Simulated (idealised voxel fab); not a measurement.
The process module that follows is named voxel trench capacitor.
Section shown: cut. Width: 250 nm. Cell size: 5 nm, square.
Cross-sections here: square-cell grids, written as top-down lists of bands, a band being one or more rows of cells.
Band: top and bottom heights (nm) first, top before bottom; then materials from left to right, widths in nm. "full width" marks a sole material filling the band edge to edge. "empty" denotes empty space.
Height is counted from the level 0, under which the received wafer is composed throughout of one material. The lowest of the bands is not closed at the bottom but continues downward, in the notation "0 -> down".
Width spec "30 to 40" -> top row of cells at first value, bottom row at second value, equal per-row change in between.
When a step is marked "nothing different", none of the cells in the cross-section changed during that step.
The label "Sealed void inventory" introduces a list of the empty spaces, 8 cells or larger, that have no open way up to the top; each entry in it reads width x height at distance, where the distance is taken from the left edge and all three are stated in nm.
after a step's settings: what the simulator itself notes on the step
When a step includes a mask, the "overlay nm" setting on its line states how far to the right of its planned place that mask lay, and negative values state how far to the left.
Process steps foreseen in the plan:
1. RECEIVE (material Si)
2. CONFORMAL_DEP (material SiN; thk nm 10)
3. DIRECTIONAL_DEP (material aC; thk nm 15)
4. PATTERN (tone open; mask id TRENCH; material resist; width nm 20; pitch nm 60; thk nm 35; overlay nm 0)
5. DIRECTIONAL_ETCH (etch materials aC; depth nm 15)
6. STRIP (etch materials resist)
7. DIRECTIONAL_ETCH (etch materials SiN; depth nm 10)
8. DIRECTIONAL_ETCH (etch materials Si; depth nm 25)
9. STRIP (etch materials aC)
10. CONFORMAL_DEP (material Al2O3; thk nm 5)
11. CONFORMAL_DEP (material TiN; thk nm 5)
12. FILL_DEP (material W; thk nm 5)
13. CMP (height nm 10)
Variable across wafers: step 4 width nm (plan value is that of the first wafer; starting state common to all).
Cross-section: the first of several wafers in its as-received state, i.e. following step 1:
> 0 -> down: Si full width
> Sealed void inventory: none
Tabulated below, wafer by wafer, are the end-of-module results: for each material, the number of cells gained (+) or lost (-) relative to the as-received state, followed by the closed voids:
width nm 20, +32 Al2O3, -40 Si, +84 SiN, +24 TiN, Sealed void inventory: none
width nm 25, +34 Al2O3, -50 Si, +80 SiN, +26 TiN, +10 W, Sealed void inventory: none
width nm 30, +36 Al2O3, -60 Si, +76 SiN, +28 TiN, +20 W, Sealed void inventory: none
width nm 35, +38 Al2O3, -70 Si, +72 SiN, +30 TiN, +30 W, Sealed void inventory: none
width nm 40, +40 Al2O3, -80 Si, +68 SiN, +32 TiN, +40 W, Sealed void inventory: none
width nm 45, +42 Al2O3, -90 Si, +64 SiN, +34 TiN, +50 W, Sealed void inventory: none
